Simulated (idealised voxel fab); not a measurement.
Name of the process module below: voxel trench capacitor
The cross-section on display is named cut; it measures 245 nm wide, and its cells are 5 nm squares.
Each cross-section below is a grid of square cells, stated as bands in top-down order, with one or more rows of cells making up each band.
Read a band's entry like this: the first values are the height of its top and the height of its bottom in nm, and what follows is the sequence of materials from left to right, each with its width in nm. Note that "empty" is empty space, and that a single material marked "full width" reaches across the band from edge to edge.
The reference from which all heights are counted is 0, the level beneath which the as-received wafer is entirely one material; the lowest band, having no lower bound, proceeds downward and is written after the example "0 nm and below".
Width spec "30 to 40" -> top row of cells at first value, bottom row at second value, equal per-row change in between.
No cell of the cross-section changed in a step that is given as "nothing was modified".
"Closed void inventory" lists enclosed empty spaces (at least 8 cells, no open path upward to the top), each as width x height at distance from the left edge, in nm.
Anything after a step's settings on that line? It's the simulator's own note about the step.
For masked steps, "overlay nm" on the step line gives how far right of plan the mask actually lay; a minus sign means it lay to the left.
**Below is the list of planned process steps**
1: RECEIVE [material Si]
2: CONFORMAL_DEP [material SiN] [thk nm 5]
3: PATTERN [tone open] [mask id TRENCH] [material resist] [width nm 25] [pitch nm 45] [thk nm 20] [overlay nm 0]
4: DIRECTIONAL_ETCH [etch materials SiN] [depth nm 5]
5: DIRECTIONAL_ETCH [etch materials Si] [depth nm 35]
6: STRIP [etch materials resist]
7: CONFORMAL_DEP [material HfO2] [thk nm 5]
8: CONFORMAL_DEP [material TiN] [thk nm 5]
9: FILL_DEP [material W] [thk nm 5]
10: CMP [height nm 5]
**Here's what the wafer looked like in cross-section when it arrived - that's after step 1**
  0 nm and below: Si full width
  Closed void inventory: none
**First of two wafers: cross-section at end of module, run per plan**
  5 nm to 0 nm: 65 SiN / 5 HfO2 / 5 TiN / 5 W / 5 TiN / 5 HfO2 / 20 SiN / 5 HfO2 / 5 TiN / 5 W / 5 TiN / 5 HfO2 / 20 SiN / 5 HfO2 / 5 TiN / 5 W / 5 TiN / 5 HfO2 / 65 SiN
  0 nm to -25 nm: 65 Si / 5 HfO2 / 5 TiN / 5 W / 5 TiN / 5 HfO2 / 20 Si / 5 HfO2 / 5 TiN / 5 W / 5 TiN / 5 HfO2 / 20 Si / 5 HfO2 / 5 TiN / 5 W / 5 TiN / 5 HfO2 / 65 Si
  -25 nm to -30 nm: 65 Si / 5 HfO2 / 15 TiN / 5 HfO2 / 20 Si / 5 HfO2 / 15 TiN / 5 HfO2 / 20 Si / 5 HfO2 / 15 TiN / 5 HfO2 / 65 Si
  -30 nm to -35 nm: 65 Si / 25 HfO2 / 20 Si / 25 HfO2 / 20 Si / 25 HfO2 / 65 Si
  -35 nm and below: Si full width
  Closed void inventory: none
**Here's the second of our two wafers sectioned at module end. Same start as the first, same plan, but one mistake got made running it**
  5 nm to 0 nm: 55 W / 5 TiN / 5 HfO2 / 25 SiN / 5 HfO2 / 10 TiN / 5 HfO2 / 25 SiN / 5 HfO2 / 10 TiN / 5 HfO2 / 25 SiN / 5 HfO2 / 5 TiN / 55 W
  0 nm to -25 nm: 55 W / 5 TiN / 5 HfO2 / 25 Si / 5 HfO2 / 10 TiN / 5 HfO2 / 25 Si / 5 HfO2 / 10 TiN / 5 HfO2 / 25 Si / 5 HfO2 / 5 TiN / 55 W
  -25 nm to -30 nm: 60 TiN / 5 HfO2 / 25 Si / 5 HfO2 / 10 TiN / 5 HfO2 / 25 Si / 5 HfO2 / 10 TiN / 5 HfO2 / 25 Si / 5 HfO2 / 60 TiN
  -30 nm to -35 nm: 65 HfO2 / 25 Si / 20 HfO2 / 25 Si / 20 HfO2 / 25 Si / 65 HfO2
  -35 nm and below: Si full width
  Closed void inventory: none
Short version of what went wrong: for step 3, the planned setting was not used; the step was instead run as PATTERN [tone cover] [mask id TRENCH] [material resist] [width nm 25] [pitch nm 45] [thk nm 20] [overlay nm 0]
End of process, cell counts, second wafer against first, materials with more or fewer: 19 more of HfO2, 133 fewer of Si, 19 fewer of SiN, 19 more of TiN, 114 more of W
